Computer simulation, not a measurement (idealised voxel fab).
process module | voxel self aligned vias
cross-section cut | 235 nm wide | cells 5 nm
A cross-section is a grid of square cells, given in bands from the top down. A band is one or more rows of cells.
Each band's line starts with the height of the band's top and of its bottom, in nm. Then come its materials from left to right, each with its width in nm. One material with "throughout" fills the band from edge to edge. "air" is empty space.
Height 0 is the level under which the wafer as received is all one material. The lowest band goes on downwards, as in "0 down".
A width such as "30 to 40" changes by the same amount from each row of cells to the next, from the band's top row to its bottom row.
"no change" after a step means that no cell of the cross-section changed.
closed voids: empty space of 8 cells or more with no open way to the top, each as width x height at its distance from the left edge, in nm
after a step's settings: what the simulator itself notes on the step
overlay nm, on a step with a mask: how far to the right of its planned place the mask lay; to the left if negative
plan
1 op RECEIVE | material Si
2 op CONFORMAL_DEP | material SiO2 | thk nm 15
3 op CONFORMAL_DEP | material SiCN | thk nm 5
4 op DIRECTIONAL_DEP | material SiO2 | thk nm 30
5 op DIRECTIONAL_DEP | material aC | thk nm 15
6 op PATTERN | tone open | mask id LINES | material resist | width nm 25 | pitch nm 60 | thk nm 30 | overlay nm 0
7 op DIRECTIONAL_ETCH | etch materials aC | depth nm 15
8 op STRIP | etch materials resist
9 op DIRECTIONAL_ETCH | etch materials SiO2 | depth nm 30
10 op STRIP | etch materials aC
11 op CONFORMAL_DEP | material TiN | thk nm 5
12 op FILL_DEP | material W | thk nm 10
13 op CMP | height nm 50
14 op SELECTIVE_ETCH | etch materials W Ru TiN | depth nm 10
15 op FILL_DEP | material SiN | thk nm 10
16 op CMP | height nm 50
17 op DIRECTIONAL_DEP | material SiO2 | thk nm 15
18 op MASKED_ETCH | tone open | mask id VIAS | width nm 45 | etch materials SiO2 | depth nm 5 | overlay nm 0
19 op MASKED_ETCH | tone open | mask id VIAS | width nm 45 | etch materials SiN | depth nm 10 | overlay nm 0
20 op CONFORMAL_DEP | material TiN | thk nm 5
21 op FILL_DEP | material Ru | thk nm 5
22 op CMP | height nm 65
23 op CONFORMAL_DEP | material SiN | thk nm 5
varied across the wafers: depth nm of step 18. The plan shows the first wafer's value. All wafers start alike
first wafer as received, after step 1
  0 down: Si throughout
  closed voids: none
each wafer at the end: cells of each material gained (+) or lost (-) since it was received, then its closed voids
depth nm 5 | +47 SiCN | +67 SiN | +495 SiO2 | +31 TiN | +18 W | closed voids: none
depth nm 10 | +7 Ru | +47 SiCN | +67 SiN | +486 SiO2 | +33 TiN | +18 W | closed voids: none
depth nm 15 | +20 Ru | +47 SiCN | +57 SiN | +477 SiO2 | +39 TiN | +18 W | closed voids: none
depth nm 20 | +24 Ru | +47 SiCN | +57 SiN | +473 SiO2 | +39 TiN | +18 W | closed voids: none
depth nm 25 | +28 Ru | +47 SiCN | +57 SiN | +469 SiO2 | +39 TiN | +18 W | closed voids: none
depth nm 30 | +28 Ru | +47 SiCN | +57 SiN | +465 SiO2 | +43 TiN | +18 W | closed voids: none
